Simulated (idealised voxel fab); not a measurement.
process module | voxel transistor to metal
cross-section cut | 275 nm wide | cells 5 nm
A cross-section is a grid of square cells, given in bands from the top down. A band is one or more rows of cells.
Each band's line starts with the height of the band's top and of its bottom, in nm. Then come its materials from left to right, each with its width in nm. One material with "throughout" fills the band from edge to edge. "air" is empty space.
Height 0 is the level under which the wafer as received is all one material. The lowest band goes on downwards, as in "0 down".
A width such as "30 to 40" changes by the same amount from each row of cells to the next, from the band's top row to its bottom row.
"no change" after a step means that no cell of the cross-section changed.
closed voids: empty space of 8 cells or more with no open way to the top, each as width x height at its distance from the left edge, in nm
after a step's settings: what the simulator itself notes on the step
overlay nm, on a step with a mask: how far to the right of its planned place the mask lay; to the left if negative
plan
1 op RECEIVE | material Si
2 op CONFORMAL_DEP | material SiO2 | thk nm 5
3 op CONFORMAL_DEP | material SiN | thk nm 15
4 op MASKED_ETCH | tone cover | mask id ACTIVE | width nm 105 | pitch nm 130 | etch materials SiN | depth nm 15 | overlay nm 0
5 op MASKED_ETCH | tone cover | mask id ACTIVE | width nm 105 | pitch nm 130 | etch materials SiO2 | depth nm 5 | overlay nm 0
6 op MASKED_ETCH | tone cover | mask id ACTIVE | width nm 105 | pitch nm 130 | etch materials Si | depth nm 25 | overlay nm 0
7 op FILL_DEP | material SiO2 | thk nm 5
8 op CMP | height nm 20
9 op SELECTIVE_ETCH | etch materials SiO2 | depth nm 10
10 op STRIP | etch materials SiN
11 op SELECTIVE_ETCH | etch materials SiO2 | depth nm 5
12 op OXIDIZE | depth nm 5
13 op DIRECTIONAL_DEP | material polySi | thk nm 25
14 op DIRECTIONAL_DEP | material SiCN | thk nm 10
15 op PATTERN | tone cover | mask id GATE | material resist | width nm 25 | pitch nm 130 | thk nm 20 | overlay nm 0
16 op DIRECTIONAL_ETCH | etch materials SiCN | depth nm 20
17 op DIRECTIONAL_ETCH | etch materials polySi | depth nm 35
18 op STRIP | etch materials resist
19 op CONFORMAL_DEP | material SiN | thk nm 5
20 op DIRECTIONAL_ETCH | etch materials SiN | depth nm 5
21 op DIRECTIONAL_ETCH | etch materials SiO2 | depth nm 5
22 op DIRECTIONAL_ETCH | etch materials Si | depth nm 5
23 op EPI | material nSi | thk nm 10
24 op FILL_DEP | material SiO2 | thk nm 10
25 op CMP | height nm 25
26 op STRIP | etch materials polySi
27 op SELECTIVE_ETCH | etch materials SiO2 | depth nm 5
28 op CONFORMAL_DEP | material HfO2 | thk nm 5
29 op CONFORMAL_DEP | material TiN | thk nm 5
30 op FILL_DEP | material W | thk nm 5
31 op CMP | height nm 20
32 op DIRECTIONAL_DEP | material SiO2 | thk nm 10
33 op PATTERN | tone open | mask id CONTACT | material resist | width nm 15 | thk nm 15 | overlay nm 0
34 op DIRECTIONAL_ETCH | etch materials SiO2 | depth nm 30
35 op STRIP | etch materials resist
36 op CONFORMAL_DEP | material TiN | thk nm 5
37 op FILL_DEP | material W | thk nm 5
38 op CMP | height nm 30
39 op CONFORMAL_DEP | material SiCN | thk nm 5
40 op DIRECTIONAL_DEP | material SiO2 | thk nm 15
41 op DIRECTIONAL_DEP | material aC | thk nm 15
42 op PATTERN | tone open | mask id METAL_1 | material resist | width nm 15 | thk nm 35 | overlay nm 0
43 op DIRECTIONAL_ETCH | etch materials aC | depth nm 15
44 op STRIP | etch materials resist
45 op DIRECTIONAL_ETCH | etch materials SiO2 | depth nm 15
46 op DIRECTIONAL_ETCH | etch materials SiCN | depth nm 5
47 op STRIP | etch materials aC
48 op CONFORMAL_DEP | material TiN | thk nm 5
49 op FILL_DEP | material W | thk nm 5
50 op CMP | height nm 50
51 op EPI | material Ru | thk nm 5
52 op FILL_DEP | material SiCN | thk nm 5
as received, after step 1
  0 down: Si throughout
  closed voids: none
a wafer at the end: this start, this plan, one mistake
  60 to 55: SiCN throughout
  55 to 50: SiCN 25 | Ru 25 | SiCN 45 | Ru 25 | SiCN 35 | Ru 25 | SiCN 45 | Ru 25 | SiCN 25
  50 to 35: SiO2 30 | TiN 5 | W 5 | TiN 5 | SiO2 55 | TiN 5 | W 5 | TiN 5 | SiO2 45 | TiN 5 | W 5 | TiN 5 | SiO2 55 | TiN 5 | W 5 | TiN 5 | SiO2 30
  35 to 30: SiCN 30 | TiN 15 | SiCN 55 | TiN 15 | SiCN 45 | TiN 15 | SiCN 55 | TiN 15 | SiCN 30
  30 to 20: SiO2 30 | TiN 5 | W 5 | TiN 5 | SiO2 55 | TiN 5 | W 5 | TiN 5 | SiO2 45 | TiN 5 | W 5 | TiN 5 | SiO2 55 | TiN 5 | W 5 | TiN 5 | SiO2 30
  20 to 5: SiO2 30 | TiN 5 | W 5 | TiN 5 | SiO2 10 | SiN 5 | HfO2 5 | TiN 5 | W 5 | TiN 5 | HfO2 5 | SiN 5 | SiO2 10 | TiN 5 | W 5 | TiN 5 | SiO2 45 | TiN 5 | W 5 | TiN 5 | SiO2 10 | SiN 5 | HfO2 5 | TiN 5 | W 5 | TiN 5 | HfO2 5 | SiN 5 | SiO2 10 | TiN 5 | W 5 | TiN 5 | SiO2 30
  5 to 0: SiO2 15 | SiN 5 | SiO2 10 | TiN 15 | nSi 10 | SiN 5 | HfO2 5 | TiN 15 | HfO2 5 | SiN 5 | nSi 10 | TiN 15 | SiO2 15 | SiN 5 | SiO2 10 | SiN 5 | SiO2 10 | TiN 15 | nSi 10 | SiN 5 | HfO2 5 | TiN 15 | HfO2 5 | SiN 5 | nSi 10 | TiN 15 | SiO2 15 | SiN 5 | SiO2 10
  0 to -5: SiO2 20 | nSi 35 | HfO2 35 | nSi 40 | SiO2 20 | nSi 35 | HfO2 35 | nSi 40 | SiO2 15
  -5 to -10: SiO2 20 | nSi 35 | Si 35 | nSi 40 | SiO2 20 | nSi 35 | Si 35 | nSi 40 | SiO2 15
  -10 to -25: SiO2 20 | Si 110 | SiO2 20 | Si 110 | SiO2 15
  -25 down: Si throughout
  closed voids: none
what went wrong: step 4 ran as: op MASKED_ETCH | tone cover | mask id ACTIVE | width nm 110 | pitch nm 130 | etch materials SiN | depth nm 15 | overlay nm 0
